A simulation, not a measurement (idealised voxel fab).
Process module under the name voxel self aligned vias
Each square cell in cross-section cut measures 5 nm, and the section as a whole is 290 nm wide.
Cross-section format: a grid of square cells, given as bands from top to bottom; each band is one or more rows of cells.
Quick guide to a band line: top height, bottom height (nm) up front; then every material left to right with its width in nm. Only one material and it's marked "full width"? Then it fills the band edge to edge. And "air" just means empty space.
Zero point of the height axis is 0; under it, received wafer = one material. Lowest band: continues down indefinitely, "0 and below".
Width: "30->40" (first number = top row, second number = bottom row, same change from row to row of cells).
Reading "no change occurred" for a step: not a cell of the cross-section changed in it.
"Encapsulated voids" specifies each empty space that is not open to the top and that occupies no fewer than 8 cells, using the form width x height at distance, the distance measured from the left edge and all three quantities in nm.
Where a step's line continues beyond its settings, the continuation is a remark by the simulator itself on that step.
The line of a step may include "overlay nm". On a step with a mask, this value is how far to the right of its planned place the mask lay. A negative value means the mask lay to the left.
Listed below are the process steps as planned
1: RECEIVE with material Si
2: CONFORMAL_DEP with material SiO2, thk nm 10
3: CONFORMAL_DEP with material SiCN, thk nm 5
4: DIRECTIONAL_DEP with material lowk, thk nm 25
5: MASKED_ETCH with tone open, mask id LINES, width nm 25, pitch nm 65, etch materials lowk, depth nm 25, overlay nm -15
6: CONFORMAL_DEP with material TiN, thk nm 5
7: FILL_DEP with material Ru, thk nm 5
8: CMP with height nm 40
9: SELECTIVE_ETCH with etch materials W Ru TiN, depth nm 10
10: FILL_DEP with material SiN, thk nm 10
11: CMP with height nm 40
12: DIRECTIONAL_DEP with material lowk, thk nm 20
13: MASKED_ETCH with tone open, mask id VIAS, width nm 45, etch materials lowk, depth nm 20, overlay nm 0
14: MASKED_ETCH with tone open, mask id VIAS, width nm 45, etch materials SiN, depth nm 10, overlay nm 0
15: CONFORMAL_DEP with material TiN, thk nm 5
16: FILL_DEP with material Ru, thk nm 10
17: CMP with height nm 60
18: CONFORMAL_DEP with material SiCN, thk nm 5
Wafers differ in overlay nm at step 5; plan lists the first wafer's value; identical starting state.
After step 1, as received: first of several wafers, cross-section
> 0 and below  Si full width
> Encapsulated voids: none
Wafer cross-section (first of several) - module end, post step 18 (last step)
> 65 down to 60  SiCN full width
> 60 down to 45  lowk: 90; TiN: 5; Ru: 35; TiN: 5; lowk: 155
> 45 down to 40  lowk: 90; TiN: 5; Ru: 10; TiN: 30; lowk: 155
> 40 down to 35  lowk: 85; SiN: 5; TiN: 5; Ru: 10; TiN: 5; lowk: 40; SiN: 25; lowk: 115
> 35 down to 30  lowk: 85; SiN: 5; TiN: 20; lowk: 40; SiN: 25; lowk: 115
> 30 down to 20  lowk: 85; TiN: 5; Ru: 15; TiN: 5; lowk: 40; TiN: 5; Ru: 15; TiN: 5; lowk: 115
> 20 down to 15  lowk: 85; TiN: 25; lowk: 40; TiN: 25; lowk: 115
> 15 down to 10  SiCN full width
> 10 down to 0  SiO2 full width
> 0 and below  Si full width
> Encapsulated voids: none
Cross-section at module completion, last wafer
> 65 down to 60  SiCN full width
> 60 down to 45  lowk: 90; TiN: 5; Ru: 35; TiN: 5; lowk: 155
> 45 down to 40  lowk: 90; TiN: 30; Ru: 10; TiN: 5; lowk: 155
> 40 down to 35  lowk: 115; TiN: 5; Ru: 10; TiN: 5; SiN: 5; lowk: 40; SiN: 25; lowk: 85
> 35 down to 30  lowk: 115; TiN: 20; SiN: 5; lowk: 40; SiN: 25; lowk: 85
> 30 down to 20  lowk: 115; TiN: 5; Ru: 15; TiN: 5; lowk: 40; TiN: 5; Ru: 15; TiN: 5; lowk: 85
> 20 down to 15  lowk: 115; TiN: 25; lowk: 40; TiN: 25; lowk: 85
> 15 down to 10  SiCN full width
> 10 down to 0  SiO2 full width
> 0 and below  Si full width
> Encapsulated voids: none
Below is a per-wafer table. In it, each row describes the wafer at the end of the module by giving, for each material, the number of cells gained (+) or lost (-) since the wafer was received, and after that the closed voids of the wafer
overlay nm -15 | +37 Ru | +116 SiCN | +12 SiN | +116 SiO2 | +37 TiN | +436 lowk | Encapsulated voids: none
overlay nm -10 | +39 Ru | +116 SiCN | +10 SiN | +116 SiO2 | +37 TiN | +436 lowk | Encapsulated voids: none
overlay nm -5 | +39 Ru | +116 SiCN | +10 SiN | +116 SiO2 | +37 TiN | +436 lowk | Encapsulated voids: none
overlay nm 0 | +39 Ru | +116 SiCN | +10 SiN | +116 SiO2 | +37 TiN | +436 lowk | Encapsulated voids: none
overlay nm 5 | +39 Ru | +116 SiCN | +10 SiN | +116 SiO2 | +37 TiN | +436 lowk | Encapsulated voids: none
overlay nm 10 | +39 Ru | +116 SiCN | +10 SiN | +116 SiO2 | +37 TiN | +436 lowk | Encapsulated voids: none
overlay nm 15 | +37 Ru | +116 SiCN | +12 SiN | +116 SiO2 | +37 TiN | +436 lowk | Encapsulated voids: none
